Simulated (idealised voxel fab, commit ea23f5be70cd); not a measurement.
Process module, titled voxel transistor to metal
The width of the displayed cross-section, cut, is 195 nm; its cells are square, with a size of 5 nm.
In this document a cross-section is written as a grid of square cells. It is given as a series of bands, listed from the top down, and a band is one or more rows of cells. Within each band entry, the heights of the top and of the bottom of the band appear first, in that order and in nm; the materials of the band then follow from left to right, each with its corresponding width in nm. The designation "all across" on a single material indicates that it fills the band from edge to edge; the designation "air" indicates empty space. A quick word on heights: they are counted from 0, and under that level the wafer as it came to us is one material throughout. The lowest band is different from the rest in having no bottom; it simply continues downward, written as in "0 -> down". The width entry "30 to 40" should be interpreted row by row: the top row of cells in the band takes the first number, the bottom row takes the second number, and the change between adjacent rows is uniform throughout. You'll sometimes find "everything unchanged" written for a step, and that's the way of saying that nowhere in the cross-section did a cell change during that step. "Completely enclosed voids" enumerates empty spaces isolated from the top, with no open way to it, that contain at least 8 cells, giving each as width x height at distance from the left edge, all three in nm. Whatever follows a step's settings on its line is a remark the simulator itself makes about that step. A step line may carry the setting "overlay nm", which, for steps involving a mask, states the distance by which the mask lay to the right of its intended position; negative values denote displacement to the left.
### Process steps (planned)
step 1: RECEIVE [material Si]
step 2: OXIDIZE [depth nm 5]
step 3: CONFORMAL_DEP [material SiN] [thk nm 15]
step 4: MASKED_ETCH [tone cover] [mask id ACTIVE] [width nm 100] [etch materials SiN] [depth nm 15] [overlay nm 0]
step 5: MASKED_ETCH [tone cover] [mask id ACTIVE] [width nm 100] [etch materials SiO2] [depth nm 5] [overlay nm 0]
step 6: MASKED_ETCH [tone cover] [mask id ACTIVE] [width nm 100] [etch materials Si] [depth nm 35] [overlay nm 0]
step 7: OXIDIZE [depth nm 5]
step 8: FILL_DEP [material SiO2] [thk nm 10]
step 9: CMP [height nm 15]
step 10: SELECTIVE_ETCH [etch materials SiO2] [depth nm 5]
step 11: STRIP [etch materials SiN]
step 12: SELECTIVE_ETCH [etch materials SiO2] [depth nm 5]
step 13: OXIDIZE [depth nm 5]
step 14: DIRECTIONAL_DEP [material polySi] [thk nm 20]
step 15: DIRECTIONAL_DEP [material SiCN] [thk nm 15]
step 16: PATTERN [tone cover] [mask id GATE] [material resist] [width nm 20] [thk nm 20] [overlay nm 0]
step 17: DIRECTIONAL_ETCH [etch materials SiCN] [depth nm 25]
step 18: DIRECTIONAL_ETCH [etch materials polySi] [depth nm 30]
step 19: STRIP [etch materials resist]
step 20: CONFORMAL_DEP [material SiO2] [thk nm 5]
step 21: DIRECTIONAL_ETCH [etch materials SiO2] [depth nm 5]
step 22: CONFORMAL_DEP [material SiN] [thk nm 10]
step 23: DIRECTIONAL_ETCH [etch materials SiN] [depth nm 10]
step 24: DIRECTIONAL_ETCH [etch materials SiO2] [depth nm 5]
step 25: EPI [material nSi] [thk nm 5]
step 26: FILL_DEP [material SiO2] [thk nm 5]
step 27: CMP [height nm 30]
step 28: DIRECTIONAL_DEP [material SiO2] [thk nm 15]
step 29: MASKED_ETCH [tone open] [mask id CONTACT] [width nm 25] [pitch nm 55] [etch materials SiO2] [depth nm 50] [overlay nm 0]
step 30: CONFORMAL_DEP [material TiN] [thk nm 5]
step 31: FILL_DEP [material W] [thk nm 5]
step 32: CMP [height nm 45]
step 33: DIRECTIONAL_DEP [material TiN] [thk nm 5]
step 34: DIRECTIONAL_DEP [material Ru] [thk nm 15]
step 35: DIRECTIONAL_DEP [material aC] [thk nm 10]
step 36: PATTERN [tone cover] [mask id METAL_1] [material resist] [width nm 15] [pitch nm 65] [thk nm 30] [overlay nm 0]
step 37: DIRECTIONAL_ETCH [etch materials aC] [depth nm 10]
step 38: STRIP [etch materials resist]
step 39: DIRECTIONAL_ETCH [etch materials Ru] [depth nm 15]
step 40: DIRECTIONAL_ETCH [etch materials TiN] [depth nm 5]
step 41: STRIP [etch materials aC]
step 42: CONFORMAL_DEP [material SiCN] [thk nm 5]
step 43: FILL_DEP [material lowk] [thk nm 5]
step 44: CMP [height nm 65]
step 45: CONFORMAL_DEP [material SiN] [thk nm 5]
### Step 1 complete: cross-section of the wafer as received
    0 -> down  Si all across
    Completely enclosed voids: none
### Module complete, cross-section. Starting point and plan per above. One mistake made in running the module
    70 -> 65  SiN all across
    65 -> 50  50 lowk, then 5 SiCN, then 15 Ru, then 5 SiCN, then 40 lowk, then 5 SiCN, then 15 Ru, then 5 SiCN, then 55 lowk
    50 -> 45  55 SiCN, then 15 TiN, then 50 SiCN, then 15 TiN, then 60 SiCN
    45 -> 35  55 SiO2, then 5 TiN, then 15 W, then 5 TiN, then 30 SiO2, then 5 TiN, then 15 W, then 5 TiN, then 60 SiO2
    35 -> 30  55 SiO2, then 5 TiN, then 5 W, then 15 TiN, then 30 SiO2, then 15 TiN, then 5 W, then 5 TiN, then 60 SiO2
    30 -> 25  55 SiO2, then 5 TiN, then 5 W, then 5 TiN, then 10 SiN, then 5 SiO2, then 20 SiCN, then 5 SiO2, then 10 SiN, then 5 TiN, then 5 W, then 5 TiN, then 60 SiO2
    25 -> 5  55 SiO2, then 5 TiN, then 5 W, then 5 TiN, then 10 SiN, then 5 SiO2, then 20 polySi, then 5 SiO2, then 10 SiN, then 5 TiN, then 5 W, then 5 TiN, then 60 SiO2
    5 -> 0  35 SiO2, then 10 SiN, then 10 SiO2, then 5 TiN, then 5 W, then 5 TiN, then 50 SiO2, then 5 TiN, then 5 W, then 5 TiN, then 10 SiO2, then 10 SiN, then 40 SiO2
    0 -> -5  35 SiO2, then 10 SiN, then 10 SiO2, then 15 TiN, then 50 SiO2, then 15 TiN, then 10 SiO2, then 10 SiN, then 40 SiO2
    -5 -> -10  35 nSi, then 20 SiO2, then 80 Si, then 20 SiO2, then 40 nSi
    -10 -> down  Si all across
    Completely enclosed voids: none
Diagnosis: in deviation from the planned setting, step 4 was conducted as MASKED_ETCH [tone open] [mask id ACTIVE] [width nm 100] [etch materials SiN] [depth nm 15] [overlay nm 0]
